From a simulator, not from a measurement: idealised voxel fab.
The following process module bears the name voxel self aligned vias.
Xsec cut, 240 nm wide, square cell size 5 nm.
Square cells in a grid make up a cross-section in this document, and the grid is given as bands, listed from the top down, each one or more rows of cells.
First you get the band's top height and its bottom height, in nm, and then the materials it's made of, left to right, with each width in nm. If you see a single material with "edge to edge", that one covers the band edge to edge. "blank" is empty space.
A quick word on heights: they are counted from 0, and under that level the wafer as it came to us is one material throughout. The lowest band is different from the rest in having no bottom; it simply continues downward, written as in "from 0 down".
The expression "30..40" gives the width at the extremes of the band, the first number at its top row of cells and the second at its bottom row, with the width changing by equal amounts from each row to the next in between.
No cell of the cross-section changed in a step that is given as "nothing got changed".
"Fully closed voids" lists enclosed empty spaces (at least 8 cells, no open path upward to the top), each as width x height at distance from the left edge, in nm.
after a step's settings: what the simulator itself notes on the step
overlay nm: for a step with a mask, the amount by which the mask lay right of where it was planned; a negative amount means left of it.
Pairs from here to the end. Each: cross-section before one process step, cross-section after it, the latter only as far down as the lowest band that changed. Under each: the step between, and its settings. Mind that the pairs may be taken from different runs of this module on the same starting wafer; whether a pair continues from the pair above depends on its entry headed "State before", and it does only where that entry says so.

-- State before
from 0 down | Si edge to edge
Fully closed voids: none

-- State After Step
from 10 to 0 | SiO2 edge to edge
Whatever lies below 0 is exactly as it was before.
Fully closed voids: none
It is this step that lies between the two cross-sections above: CONFORMAL_DEP, material SiO2, thk nm 10

State before: The cross-section prior to this step is the one presented after the step of the pair immediately above.

-- State After Step
from 15 to 10 | SiCN edge to edge
Whatever lies below 10 is exactly as it was before.
Fully closed voids: none
It is this step that lies between the two cross-sections above: CONFORMAL_DEP, material SiCN, thk nm 5

State before: The cross-section prior to this step is the one presented after the step of the pair immediately above.

-- State After Step
from 40 to 15 | SiO2 edge to edge
Whatever lies below 15 is exactly as it was before.
Fully closed voids: none
It is this step that lies between the two cross-sections above: DIRECTIONAL_DEP, material SiO2, thk nm 25

State before: The cross-section prior to this step is the one presented after the step of the pair immediately above.

-- State After Step
from 55 to 40 | resist 75 nm / blank 20 nm / resist 45 nm / blank 20 nm / resist 80 nm
Whatever lies below 40 is exactly as it was before.
Fully closed voids: none
It is this step that lies between the two cross-sections above: PATTERN, tone open, mask id LINES, material resist, width nm 20, pitch nm 65, thk nm 15, overlay nm 0

State before: The cross-section prior to this step is the one presented after the step of the pair immediately above.

-- State After Step
from 55 to 40 | resist 75 nm / blank 20 nm / resist 45 nm / blank 20 nm / resist 80 nm
from 40 to 15 | SiO2 75 nm / blank 20 nm / SiO2 45 nm / blank 20 nm / SiO2 80 nm
Whatever lies below 15 is exactly as it was before.
Fully closed voids: none
It is this step that lies between the two cross-sections above: DIRECTIONAL_ETCH, etch materials SiO2, depth nm 25

State before: The cross-section prior to this step is the one presented after the step of the pair immediately above.

-- State After Step
from 40 to 15 | SiO2 75 nm / blank 20 nm / SiO2 45 nm / blank 20 nm / SiO2 80 nm
Whatever lies below 15 is exactly as it was before.
Fully closed voids: none
It is this step that lies between the two cross-sections above: STRIP, etch materials resist

State before: The cross-section prior to this step is the one presented after the step of the pair immediately above.

-- State After Step
from 45 to 40 | TiN 80 nm / blank 10 nm / TiN 55 nm / blank 10 nm / TiN 85 nm
from 40 to 20 | SiO2 75 nm / TiN 5 nm / blank 10 nm / TiN 5 nm / SiO2 45 nm / TiN 5 nm / blank 10 nm / TiN 5 nm / SiO2 80 nm
from 20 to 15 | SiO2 75 nm / TiN 20 nm / SiO2 45 nm / TiN 20 nm / SiO2 80 nm
Whatever lies below 15 is exactly as it was before.
Fully closed voids: none
It is this step that lies between the two cross-sections above: CONFORMAL_DEP, material TiN, thk nm 5

State before: The cross-section prior to this step is the one presented after the step of the pair immediately above.

-- State After Step
from 55 to 45 | W edge to edge
from 45 to 40 | TiN 80 nm / W 10 nm / TiN 55 nm / W 10 nm / TiN 85 nm
from 40 to 20 | SiO2 75 nm / TiN 5 nm / W 10 nm / TiN 5 nm / SiO2 45 nm / TiN 5 nm / W 10 nm / TiN 5 nm / SiO2 80 nm
Whatever lies below 20 is exactly as it was before.
Fully closed voids: none
It is this step that lies between the two cross-sections above: FILL_DEP, material W, thk nm 10

State before: The cross-section prior to this step is the one presented after the step of the pair immediately above.

-- State After Step
from 40 to 20 | SiO2 75 nm / TiN 5 nm / W 10 nm / TiN 5 nm / SiO2 45 nm / TiN 5 nm / W 10 nm / TiN 5 nm / SiO2 80 nm
Whatever lies below 20 is exactly as it was before.
Fully closed voids: none
It is this step that lies between the two cross-sections above: CMP, height nm 40

State before: The cross-section prior to this step is the one presented after the step of the pair immediately above.

-- State After Step
from 40 to 30 | SiO2 75 nm / blank 20 nm / SiO2 45 nm / blank 20 nm / SiO2 80 nm
Whatever lies below 30 is exactly as it was before.
Fully closed voids: none
It is this step that lies between the two cross-sections above: SELECTIVE_ETCH, etch materials W Ru TiN, depth nm 10

State before: The cross-section prior to this step is the one presented after the step of the pair immediately above.

-- State After Step
from 45 to 40 | SiN edge to edge
from 40 to 30 | SiO2 75 nm / SiN 20 nm / SiO2 45 nm / SiN 20 nm / SiO2 80 nm
Whatever lies below 30 is exactly as it was before.
Fully closed voids: none
It is this step that lies between the two cross-sections above: FILL_DEP, material SiN, thk nm 5

State before: The cross-section prior to this step is the one presented after the step of the pair immediately above.

-- State After Step
from 40 to 30 | SiO2 75 nm / SiN 20 nm / SiO2 45 nm / SiN 20 nm / SiO2 80 nm
Whatever lies below 30 is exactly as it was before.
Fully closed voids: none
It is this step that lies between the two cross-sections above: CMP, height nm 40

State before: The cross-section prior to this step is the one presented after the step of the pair immediately above.

-- State After Step
from 55 to 40 | SiO2 edge to edge
Whatever lies below 40 is exactly as it was before.
Fully closed voids: none
It is this step that lies between the two cross-sections above: DIRECTIONAL_DEP, material SiO2, thk nm 15

State before: The cross-section prior to this step is the one presented after the step of the pair immediately above.

-- State After Step
from 65 to 55 | aC edge to edge
Whatever lies below 55 is exactly as it was before.
Fully closed voids: none
It is this step that lies between the two cross-sections above: DIRECTIONAL_DEP, material aC, thk nm 10

State before: The cross-section prior to this step is the one presented after the step of the pair immediately above.

-- State After Step
from 95 to 65 | resist 65 nm / blank 40 nm / resist 25 nm / blank 40 nm / resist 70 nm
Whatever lies below 65 is exactly as it was before.
Fully closed voids: none
It is this step that lies between the two cross-sections above: PATTERN, tone open, mask id VIAS, material resist, width nm 40, pitch nm 65, thk nm 30, overlay nm 0

State before: The cross-section prior to this step is the one presented after the step of the pair immediately above.

-- State After Step
from 85 to 65 | resist 65 nm / blank 40 nm / resist 25 nm / blank 40 nm / resist 70 nm
from 65 to 55 | aC 65 nm / blank 40 nm / aC 25 nm / blank 40 nm / aC 70 nm
Whatever lies below 55 is exactly as it was before.
Fully closed voids: none
It is this step that lies between the two cross-sections above: DIRECTIONAL_ETCH, etch materials aC, depth nm 10

State before: The cross-section prior to this step is the one presented after the step of the pair immediately above.

-- State After Step
from 65 to 55 | aC 65 nm / blank 40 nm / aC 25 nm / blank 40 nm / aC 70 nm
Whatever lies below 55 is exactly as it was before.
Fully closed voids: none
It is this step that lies between the two cross-sections above: STRIP, etch materials resist

State before: The cross-section prior to this step is the one presented after the step of the pair immediately above.

-- State After Step
from 65 to 55 | aC 65 nm / blank 40 nm / aC 25 nm / blank 40 nm / aC 70 nm
from 55 to 40 | SiO2 65 nm / blank 40 nm / SiO2 25 nm / blank 40 nm / SiO2 70 nm
Whatever lies below 40 is exactly as it was before.
Fully closed voids: none
It is this step that lies between the two cross-sections above: DIRECTIONAL_ETCH, etch materials SiO2, depth nm 15

State before: The cross-section prior to this step is the one presented after the step of the pair immediately above.

-- State After Step
from 65 to 55 | aC 65 nm / blank 40 nm / aC 25 nm / blank 40 nm / aC 70 nm
from 55 to 40 | SiO2 65 nm / blank 40 nm / SiO2 25 nm / blank 40 nm / SiO2 70 nm
from 40 to 30 | SiO2 75 nm / blank 20 nm / SiO2 45 nm / blank 20 nm / SiO2 80 nm
Whatever lies below 30 is exactly as it was before.
Fully closed voids: none
It is this step that lies between the two cross-sections above: DIRECTIONAL_ETCH, etch materials SiN, depth nm 10

State before: The cross-section prior to this step is the one presented after the step of the pair immediately above.

-- State After Step
from 55 to 40 | SiO2 65 nm / blank 40 nm / SiO2 25 nm / blank 40 nm / SiO2 70 nm
Whatever lies below 40 is exactly as it was before.
Fully closed voids: none
It is this step that lies between the two cross-sections above: STRIP, etch materials aC

State before: The cross-section prior to this step is the one presented after the step of the pair immediately above.

-- State After Step
from 60 to 55 | TiN 70 nm / blank 30 nm / TiN 35 nm / blank 30 nm / TiN 75 nm
from 55 to 45 | SiO2 65 nm / TiN 5 nm / blank 30 nm / TiN 5 nm / SiO2 25 nm / TiN 5 nm / blank 30 nm / TiN 5 nm / SiO2 70 nm
from 45 to 35 | SiO2 65..75 nm / TiN 15..5 nm / blank 10 nm / TiN 15..5 nm / SiO2 25..45 nm / TiN 15..5 nm / blank 10 nm / TiN 15..5 nm / SiO2 70..80 nm
from 35 to 30 | SiO2 75 nm / TiN 20 nm / SiO2 45 nm / TiN 20 nm / SiO2 80 nm
Whatever lies below 30 is exactly as it was before.
Fully closed voids: none
It is this step that lies between the two cross-sections above: CONFORMAL_DEP, material TiN, thk nm 5

State before: The cross-section prior to this step is the one presented after the step of the pair immediately above.

-- State After Step
from 65 to 60 | Ru edge to edge
from 60 to 55 | TiN 70 nm / Ru 30 nm / TiN 35 nm / Ru 30 nm / TiN 75 nm
from 55 to 45 | SiO2 65 nm / TiN 5 nm / Ru 30 nm / TiN 5 nm / SiO2 25 nm / TiN 5 nm / Ru 30 nm / TiN 5 nm / SiO2 70 nm
from 45 to 35 | SiO2 65..75 nm / TiN 15..5 nm / Ru 10 nm / TiN 15..5 nm / SiO2 25..45 nm / TiN 15..5 nm / Ru 10 nm / TiN 15..5 nm / SiO2 70..80 nm
Whatever lies below 35 is exactly as it was before.
Fully closed voids: none
It is this step that lies between the two cross-sections above: FILL_DEP, material Ru, thk nm 5

State before: The cross-section prior to this step is the one presented after the step of the pair immediately above.

-- State After Step
from 55 to 45 | SiO2 65 nm / TiN 5 nm / Ru 30 nm / TiN 5 nm / SiO2 25 nm / TiN 5 nm / Ru 30 nm / TiN 5 nm / SiO2 70 nm
Whatever lies below 45 is exactly as it was before.
Fully closed voids: none
It is this step that lies between the two cross-sections above: CMP, height nm 55

State before: The cross-section prior to this step is the one presented after the step of the pair immediately above.

-- State After Step
from 60 to 55 | SiN edge to edge
Whatever lies below 55 is exactly as it was before.
Fully closed voids: none
It is this step that lies between the two cross-sections above: CONFORMAL_DEP, material SiN, thk nm 5

-- State before
from 10 to 0 | SiO2 edge to edge
from 0 down | Si edge to edge
Fully closed voids: none

-- State After Step
from 35 to 0 | SiO2 edge to edge
Whatever lies below 0 is exactly as it was before.
Fully closed voids: none
It is this step that lies between the two cross-sections above: DIRECTIONAL_DEP, material SiO2, thk nm 25

State before: The cross-section prior to this step is the one presented after the step of the pair immediately above.

-- State After Step
from 50 to 35 | resist 75 nm / blank 20 nm / resist 45 nm / blank 20 nm / resist 80 nm
Whatever lies below 35 is exactly as it was before.
Fully closed voids: none
It is this step that lies between the two cross-sections above: PATTERN, tone open, mask id LINES, material resist, width nm 20, pitch nm 65, thk nm 15, overlay nm 0

State before: The cross-section prior to this step is the one presented after the step of the pair immediately above.

-- State After Step
from 50 to 35 | resist 75 nm / blank 20 nm / resist 45 nm / blank 20 nm / resist 80 nm
from 35 to 10 | SiO2 75 nm / blank 20 nm / SiO2 45 nm / blank 20 nm / SiO2 80 nm
Whatever lies below 10 is exactly as it was before.
Fully closed voids: none
It is this step that lies between the two cross-sections above: DIRECTIONAL_ETCH, etch materials SiO2, depth nm 25

State before: The cross-section prior to this step is the one presented after the step of the pair immediately above.

-- State After Step
from 35 to 10 | SiO2 75 nm / blank 20 nm / SiO2 45 nm / blank 20 nm / SiO2 80 nm
Whatever lies below 10 is exactly as it was before.
Fully closed voids: none
It is this step that lies between the two cross-sections above: STRIP, etch materials resist

State before: The cross-section prior to this step is the one presented after the step of the pair immediately above.

-- State After Step
from 40 to 35 | TiN 80 nm / blank 10 nm / TiN 55 nm / blank 10 nm / TiN 85 nm
from 35 to 15 | SiO2 75 nm / TiN 5 nm / blank 10 nm / TiN 5 nm / SiO2 45 nm / TiN 5 nm / blank 10 nm / TiN 5 nm / SiO2 80 nm
from 15 to 10 | SiO2 75 nm / TiN 20 nm / SiO2 45 nm / TiN 20 nm / SiO2 80 nm
Whatever lies below 10 is exactly as it was before.
Fully closed voids: none
It is this step that lies between the two cross-sections above: CONFORMAL_DEP, material TiN, thk nm 5

State before: The cross-section prior to this step is the one presented after the step of the pair immediately above.

-- State After Step
from 50 to 40 | W edge to edge
from 40 to 35 | TiN 80 nm / W 10 nm / TiN 55 nm / W 10 nm / TiN 85 nm
from 35 to 15 | SiO2 75 nm / TiN 5 nm / W 10 nm / TiN 5 nm / SiO2 45 nm / TiN 5 nm / W 10 nm / TiN 5 nm / SiO2 80 nm
Whatever lies below 15 is exactly as it was before.
Fully closed voids: none
It is this step that lies between the two cross-sections above: FILL_DEP, material W, thk nm 10

State before: The cross-section prior to this step is the one presented after the step of the pair immediately above.

-- State After Step
from 40 to 35 | TiN 80 nm / W 10 nm / TiN 55 nm / W 10 nm / TiN 85 nm
Whatever lies below 35 is exactly as it was before.
Fully closed voids: none
It is this step that lies between the two cross-sections above: CMP, height nm 40

State before: The cross-section prior to this step is the one presented after the step of the pair immediately above.

-- State After Step
from 35 to 30 | SiO2 75 nm / blank 20 nm / SiO2 45 nm / blank 20 nm / SiO2 80 nm
Whatever lies below 30 is exactly as it was before.
Fully closed voids: none
It is this step that lies between the two cross-sections above: SELECTIVE_ETCH, etch materials W Ru TiN, depth nm 10

State before: The cross-section prior to this step is the one presented after the step of the pair immediately above.

-- State After Step
from 40 to 35 | SiN edge to edge
from 35 to 30 | SiO2 75 nm / SiN 20 nm / SiO2 45 nm / SiN 20 nm / SiO2 80 nm
Whatever lies below 30 is exactly as it was before.
Fully closed voids: none
It is this step that lies between the two cross-sections above: FILL_DEP, material SiN, thk nm 5

State before: The cross-section prior to this step is the one presented after the step of the pair immediately above.

-- State After Step
from 55 to 40 | SiO2 edge to edge
Whatever lies below 40 is exactly as it was before.
Fully closed voids: none
It is this step that lies between the two cross-sections above: DIRECTIONAL_DEP, material SiO2, thk nm 15

State before: The cross-section prior to this step is the one presented after the step of the pair immediately above.

-- State After Step
from 65 to 55 | aC edge to edge
Whatever lies below 55 is exactly as it was before.
Fully closed voids: none
It is this step that lies between the two cross-sections above: DIRECTIONAL_DEP, material aC, thk nm 10

State before: The cross-section prior to this step is the one presented after the step of the pair immediately above.

-- State After Step
from 95 to 65 | resist 65 nm / blank 40 nm / resist 25 nm / blank 40 nm / resist 70 nm
Whatever lies below 65 is exactly as it was before.
Fully closed voids: none
It is this step that lies between the two cross-sections above: PATTERN, tone open, mask id VIAS, material resist, width nm 40, pitch nm 65, thk nm 30, overlay nm 0

State before: The cross-section prior to this step is the one presented after the step of the pair immediately above.

-- State After Step
from 85 to 65 | resist 65 nm / blank 40 nm / resist 25 nm / blank 40 nm / resist 70 nm
from 65 to 55 | aC 65 nm / blank 40 nm / aC 25 nm / blank 40 nm / aC 70 nm
Whatever lies below 55 is exactly as it was before.
Fully closed voids: none
It is this step that lies between the two cross-sections above: DIRECTIONAL_ETCH, etch materials aC, depth nm 10

State before: The cross-section prior to this step is the one presented after the step of the pair immediately above.

-- State After Step
from 65 to 55 | aC 65 nm / blank 40 nm / aC 25 nm / blank 40 nm / aC 70 nm
Whatever lies below 55 is exactly as it was before.
Fully closed voids: none
It is this step that lies between the two cross-sections above: STRIP, etch materials resist

State before: The cross-section prior to this step is the one presented after the step of the pair immediately above.

-- State After Step
from 65 to 55 | aC 65 nm / blank 40 nm / aC 25 nm / blank 40 nm / aC 70 nm
from 55 to 40 | SiO2 65 nm / blank 40 nm / SiO2 25 nm / blank 40 nm / SiO2 70 nm
Whatever lies below 40 is exactly as it was before.
Fully closed voids: none
It is this step that lies between the two cross-sections above: DIRECTIONAL_ETCH, etch materials SiO2, depth nm 15

State before: The cross-section prior to this step is the one presented after the step of the pair immediately above.

-- State After Step
from 65 to 55 | aC 65 nm / blank 40 nm / aC 25 nm / blank 40 nm / aC 70 nm
from 55 to 40 | SiO2 65 nm / blank 40 nm / SiO2 25 nm / blank 40 nm / SiO2 70 nm
from 40 to 35 | SiN 65 nm / blank 40 nm / SiN 25 nm / blank 40 nm / SiN 70 nm
from 35 to 30 | SiO2 75 nm / blank 20 nm / SiO2 45 nm / blank 20 nm / SiO2 80 nm
Whatever lies below 30 is exactly as it was before.
Fully closed voids: none
It is this step that lies between the two cross-sections above: DIRECTIONAL_ETCH, etch materials SiN, depth nm 10

State before: The cross-section prior to this step is the one presented after the step of the pair immediately above.

-- State After Step
from 55 to 40 | SiO2 65 nm / blank 40 nm / SiO2 25 nm / blank 40 nm / SiO2 70 nm
Whatever lies below 40 is exactly as it was before.
Fully closed voids: none
It is this step that lies between the two cross-sections above: STRIP, etch materials aC

State before: The cross-section prior to this step is the one presented after the step of the pair immediately above.

-- State After Step
from 60 to 55 | TiN 70 nm / blank 30 nm / TiN 35 nm / blank 30 nm / TiN 75 nm
from 55 to 40 | SiO2 65 nm / TiN 5 nm / blank 30 nm / TiN 5 nm / SiO2 25 nm / TiN 5 nm / blank 30 nm / TiN 5 nm / SiO2 70 nm
from 40 to 35 | SiN 65 nm / TiN 15 nm / blank 10 nm / TiN 15 nm / SiN 25 nm / TiN 15 nm / blank 10 nm / TiN 15 nm / SiN 70 nm
from 35 to 30 | SiO2 75 nm / TiN 20 nm / SiO2 45 nm / TiN 20 nm / SiO2 80 nm
Whatever lies below 30 is exactly as it was before.
Fully closed voids: none
It is this step that lies between the two cross-sections above: CONFORMAL_DEP, material TiN, thk nm 5

State before: The cross-section prior to this step is the one presented after the step of the pair immediately above.

-- State After Step
from 65 to 60 | Ru edge to edge
from 60 to 55 | TiN 70 nm / Ru 30 nm / TiN 35 nm / Ru 30 nm / TiN 75 nm
from 55 to 40 | SiO2 65 nm / TiN 5 nm / Ru 30 nm / TiN 5 nm / SiO2 25 nm / TiN 5 nm / Ru 30 nm / TiN 5 nm / SiO2 70 nm
from 40 to 35 | SiN 65 nm / TiN 15 nm / Ru 10 nm / TiN 15 nm / SiN 25 nm / TiN 15 nm / Ru 10 nm / TiN 15 nm / SiN 70 nm
Whatever lies below 35 is exactly as it was before.
Fully closed voids: none
It is this step that lies between the two cross-sections above: FILL_DEP, material Ru, thk nm 5

State before: The cross-section prior to this step is the one presented after the step of the pair immediately above.

-- State After Step
from 55 to 40 | SiO2 65 nm / TiN 5 nm / Ru 30 nm / TiN 5 nm / SiO2 25 nm / TiN 5 nm / Ru 30 nm / TiN 5 nm / SiO2 70 nm
Whatever lies below 40 is exactly as it was before.
Fully closed voids: none
It is this step that lies between the two cross-sections above: CMP, height nm 55

State before: The cross-section prior to this step is the one presented after the step of the pair immediately above.

-- State After Step
from 60 to 55 | SiN edge to edge
Whatever lies below 55 is exactly as it was before.
Fully closed voids: none
It is this step that lies between the two cross-sections above: CONFORMAL_DEP, material SiN, thk nm 5

-- State before
from 65 to 55 | aC 65 nm / blank 40 nm / aC 25 nm / blank 40 nm / aC 70 nm
from 55 to 40 | SiO2 65 nm / blank 40 nm / SiO2 25 nm / blank 40 nm / SiO2 70 nm
from 40 to 30 | SiO2 75 nm / SiN 20 nm / SiO2 45 nm / SiN 20 nm / SiO2 80 nm
from 30 to 20 | SiO2 75 nm / TiN 5 nm / W 10 nm / TiN 5 nm / SiO2 45 nm / TiN 5 nm / W 10 nm / TiN 5 nm / SiO2 80 nm
from 20 to 15 | SiO2 75 nm / TiN 20 nm / SiO2 45 nm / TiN 20 nm / SiO2 80 nm
from 15 to 10 | SiCN edge to edge
from 10 to 0 | SiO2 edge to edge
from 0 down | Si edge to edge
Fully closed voids: none

-- State After Step
from 65 to 55 | aC 65 nm / blank 40 nm / aC 25 nm / blank 40 nm / aC 70 nm
from 55 to 40 | SiO2 65 nm / blank 40 nm / SiO2 25 nm / blank 40 nm / SiO2 70 nm
from 40 to 30 | SiO2 65 nm / blank 10 nm / SiN 20 nm / blank 10 nm / SiO2 25 nm / blank 10 nm / SiN 20 nm / blank 10 nm / SiO2 70 nm
from 30 to 25 | SiO2 65 nm / blank 10 nm / TiN 5 nm / W 10 nm / TiN 5 nm / blank 10 nm / SiO2 25 nm / blank 10 nm / TiN 5 nm / W 10 nm / TiN 5 nm / blank 10 nm / SiO2 70 nm
Whatever lies below 25 is exactly as it was before.
Fully closed voids: none
It is this step that lies between the two cross-sections above: DIRECTIONAL_ETCH, etch materials SiO2, depth nm 15

State before: The cross-section prior to this step is the one presented after the step of the pair immediately above.

-- State After Step
from 65 to 55 | aC 65 nm / blank 40 nm / aC 25 nm / blank 40 nm / aC 70 nm
from 55 to 30 | SiO2 65 nm / blank 40 nm / SiO2 25 nm / blank 40 nm / SiO2 70 nm
Whatever lies below 30 is exactly as it was before.
Fully closed voids: none
It is this step that lies between the two cross-sections above: DIRECTIONAL_ETCH, etch materials SiN, depth nm 10

State before: The cross-section prior to this step is the one presented after the step of the pair immediately above.

-- State After Step
from 55 to 30 | SiO2 65 nm / blank 40 nm / SiO2 25 nm / blank 40 nm / SiO2 70 nm
Whatever lies below 30 is exactly as it was before.
Fully closed voids: none
It is this step that lies between the two cross-sections above: STRIP, etch materials aC

State before: The cross-section prior to this step is the one presented after the step of the pair immediately above.

-- State After Step
from 60 to 55 | TiN 70 nm / blank 30 nm / TiN 35 nm / blank 30 nm / TiN 75 nm
from 55 to 35 | SiO2 65 nm / TiN 5 nm / blank 30 nm / TiN 5 nm / SiO2 25 nm / TiN 5 nm / blank 30 nm / TiN 5 nm / SiO2 70 nm
from 35 to 30 | SiO2 65 nm / TiN 40 nm / SiO2 25 nm / TiN 40 nm / SiO2 70 nm
from 30 to 20 | SiO2 65..75 nm / TiN 15..5 nm / W 10 nm / TiN 15..5 nm / SiO2 25..45 nm / TiN 15..5 nm / W 10 nm / TiN 15..5 nm / SiO2 70..80 nm
Whatever lies below 20 is exactly as it was before.
Fully closed voids: none
It is this step that lies between the two cross-sections above: CONFORMAL_DEP, material TiN, thk nm 5

State before: The cross-section prior to this step is the one presented after the step of the pair immediately above.

-- State After Step
from 65 to 60 | Ru edge to edge
from 60 to 55 | TiN 70 nm / Ru 30 nm / TiN 35 nm / Ru 30 nm / TiN 75 nm
from 55 to 35 | SiO2 65 nm / TiN 5 nm / Ru 30 nm / TiN 5 nm / SiO2 25 nm / TiN 5 nm / Ru 30 nm / TiN 5 nm / SiO2 70 nm
Whatever lies below 35 is exactly as it was before.
Fully closed voids: none
It is this step that lies between the two cross-sections above: FILL_DEP, material Ru, thk nm 5

State before: The cross-section prior to this step is the one presented after the step of the pair immediately above.

-- State After Step
from 55 to 35 | SiO2 65 nm / TiN 5 nm / Ru 30 nm / TiN 5 nm / SiO2 25 nm / TiN 5 nm / Ru 30 nm / TiN 5 nm / SiO2 70 nm
Whatever lies below 35 is exactly as it was before.
Fully closed voids: none
It is this step that lies between the two cross-sections above: CMP, height nm 55

State before: The cross-section prior to this step is the one presented after the step of the pair immediately above.

-- State After Step
from 60 to 55 | SiN edge to edge
Whatever lies below 55 is exactly as it was before.
Fully closed voids: none
It is this step that lies between the two cross-sections above: CONFORMAL_DEP, material SiN, thk nm 5

-- State before
from 0 down | Si edge to edge
Fully closed voids: none

-- State After Step
from 5 to 0 | SiCN edge to edge
Whatever lies below 0 is exactly as it was before.
Fully closed voids: none
It is this step that lies between the two cross-sections above: CONFORMAL_DEP, material SiCN, thk nm 5

State before: The cross-section prior to this step is the one presented after the step of the pair immediately above.

-- State After Step
from 15 to 5 | SiO2 edge to edge
Whatever lies below 5 is exactly as it was before.
Fully closed voids: none
It is this step that lies between the two cross-sections above: CONFORMAL_DEP, material SiO2, thk nm 10

State before: The cross-section prior to this step is the one presented after the step of the pair immediately above.

-- State After Step
from 40 to 5 | SiO2 edge to edge
Whatever lies below 5 is exactly as it was before.
Fully closed voids: none
It is this step that lies between the two cross-sections above: DIRECTIONAL_DEP, material SiO2, thk nm 25

State before: The cross-section prior to this step is the one presented after the step of the pair immediately above.

-- State After Step
from 55 to 40 | resist 75 nm / blank 20 nm / resist 45 nm / blank 20 nm / resist 80 nm
Whatever lies below 40 is exactly as it was before.
Fully closed voids: none
It is this step that lies between the two cross-sections above: PATTERN, tone open, mask id LINES, material resist, width nm 20, pitch nm 65, thk nm 15, overlay nm 0

State before: The cross-section prior to this step is the one presented after the step of the pair immediately above.

-- State After Step
from 55 to 40 | resist 75 nm / blank 20 nm / resist 45 nm / blank 20 nm / resist 80 nm
from 40 to 15 | SiO2 75 nm / blank 20 nm / SiO2 45 nm / blank 20 nm / SiO2 80 nm
Whatever lies below 15 is exactly as it was before.
Fully closed voids: none
It is this step that lies between the two cross-sections above: DIRECTIONAL_ETCH, etch materials SiO2, depth nm 25

State before: The cross-section prior to this step is the one presented after the step of the pair immediately above.

-- State After Step
from 40 to 15 | SiO2 75 nm / blank 20 nm / SiO2 45 nm / blank 20 nm / SiO2 80 nm
Whatever lies below 15 is exactly as it was before.
Fully closed voids: none
It is this step that lies between the two cross-sections above: STRIP, etch materials resist

State before: The cross-section prior to this step is the one presented after the step of the pair immediately above.

-- State After Step
from 45 to 40 | TiN 80 nm / blank 10 nm / TiN 55 nm / blank 10 nm / TiN 85 nm
from 40 to 20 | SiO2 75 nm / TiN 5 nm / blank 10 nm / TiN 5 nm / SiO2 45 nm / TiN 5 nm / blank 10 nm / TiN 5 nm / SiO2 80 nm
from 20 to 15 | SiO2 75 nm / TiN 20 nm / SiO2 45 nm / TiN 20 nm / SiO2 80 nm
Whatever lies below 15 is exactly as it was before.
Fully closed voids: none
It is this step that lies between the two cross-sections above: CONFORMAL_DEP, material TiN, thk nm 5

State before: The cross-section prior to this step is the one presented after the step of the pair immediately above.

-- State After Step
from 55 to 45 | W edge to edge
from 45 to 40 | TiN 80 nm / W 10 nm / TiN 55 nm / W 10 nm / TiN 85 nm
from 40 to 20 | SiO2 75 nm / TiN 5 nm / W 10 nm / TiN 5 nm / SiO2 45 nm / TiN 5 nm / W 10 nm / TiN 5 nm / SiO2 80 nm
Whatever lies below 20 is exactly as it was before.
Fully closed voids: none
It is this step that lies between the two cross-sections above: FILL_DEP, material W, thk nm 10

State before: The cross-section prior to this step is the one presented after the step of the pair immediately above.

-- State After Step
from 40 to 20 | SiO2 75 nm / TiN 5 nm / W 10 nm / TiN 5 nm / SiO2 45 nm / TiN 5 nm / W 10 nm / TiN 5 nm / SiO2 80 nm
Whatever lies below 20 is exactly as it was before.
Fully closed voids: none
It is this step that lies between the two cross-sections above: CMP, height nm 40

State before: The cross-section prior to this step is the one presented after the step of the pair immediately above.

-- State After Step
from 40 to 30 | SiO2 75 nm / blank 20 nm / SiO2 45 nm / blank 20 nm / SiO2 80 nm
Whatever lies below 30 is exactly as it was before.
Fully closed voids: none
It is this step that lies between the two cross-sections above: SELECTIVE_ETCH, etch materials W Ru TiN, depth nm 10

State before: The cross-section prior to this step is the one presented after the step of the pair immediately above.

-- State After Step
from 45 to 40 | SiN edge to edge
from 40 to 30 | SiO2 75 nm / SiN 20 nm / SiO2 45 nm / SiN 20 nm / SiO2 80 nm
Whatever lies below 30 is exactly as it was before.
Fully closed voids: none
It is this step that lies between the two cross-sections above: FILL_DEP, material SiN, thk nm 5

State before: The cross-section prior to this step is the one presented after the step of the pair immediately above.

-- State After Step
from 40 to 30 | SiO2 75 nm / SiN 20 nm / SiO2 45 nm / SiN 20 nm / SiO2 80 nm
Whatever lies below 30 is exactly as it was before.
Fully closed voids: none
It is this step that lies between the two cross-sections above: CMP, height nm 40

State before: The cross-section prior to this step is the one presented after the step of the pair immediately above.

-- State After Step
from 55 to 40 | SiO2 edge to edge
Whatever lies below 40 is exactly as it was before.
Fully closed voids: none
It is this step that lies between the two cross-sections above: DIRECTIONAL_DEP, material SiO2, thk nm 15

State before: The cross-section prior to this step is the one presented after the step of the pair immediately above.

-- State After Step
from 65 to 55 | aC edge to edge
Whatever lies below 55 is exactly as it was before.
Fully closed voids: none
It is this step that lies between the two cross-sections above: DIRECTIONAL_DEP, material aC, thk nm 10

State before: The cross-section prior to this step is the one presented after the step of the pair immediately above.

-- State After Step
from 95 to 65 | resist 65 nm / blank 40 nm / resist 25 nm / blank 40 nm / resist 70 nm
Whatever lies below 65 is exactly as it was before.
Fully closed voids: none
It is this step that lies between the two cross-sections above: PATTERN, tone open, mask id VIAS, material resist, width nm 40, pitch nm 65, thk nm 30, overlay nm 0

State before: The cross-section prior to this step is the one presented after the step of the pair immediately above.

-- State After Step
from 85 to 65 | resist 65 nm / blank 40 nm / resist 25 nm / blank 40 nm / resist 70 nm
from 65 to 55 | aC 65 nm / blank 40 nm / aC 25 nm / blank 40 nm / aC 70 nm
Whatever lies below 55 is exactly as it was before.
Fully closed voids: none
It is this step that lies between the two cross-sections above: DIRECTIONAL_ETCH, etch materials aC, depth nm 10

State before: The cross-section prior to this step is the one presented after the step of the pair immediately above.

-- State After Step
from 65 to 55 | aC 65 nm / blank 40 nm / aC 25 nm / blank 40 nm / aC 70 nm
Whatever lies below 55 is exactly as it was before.
Fully closed voids: none
It is this step that lies between the two cross-sections above: STRIP, etch materials resist

State before: The cross-section prior to this step is the one presented after the step of the pair immediately above.

-- State After Step
from 65 to 55 | aC 65 nm / blank 40 nm / aC 25 nm / blank 40 nm / aC 70 nm
from 55 to 40 | SiO2 65 nm / blank 40 nm / SiO2 25 nm / blank 40 nm / SiO2 70 nm
Whatever lies below 40 is exactly as it was before.
Fully closed voids: none
It is this step that lies between the two cross-sections above: DIRECTIONAL_ETCH, etch materials SiO2, depth nm 15
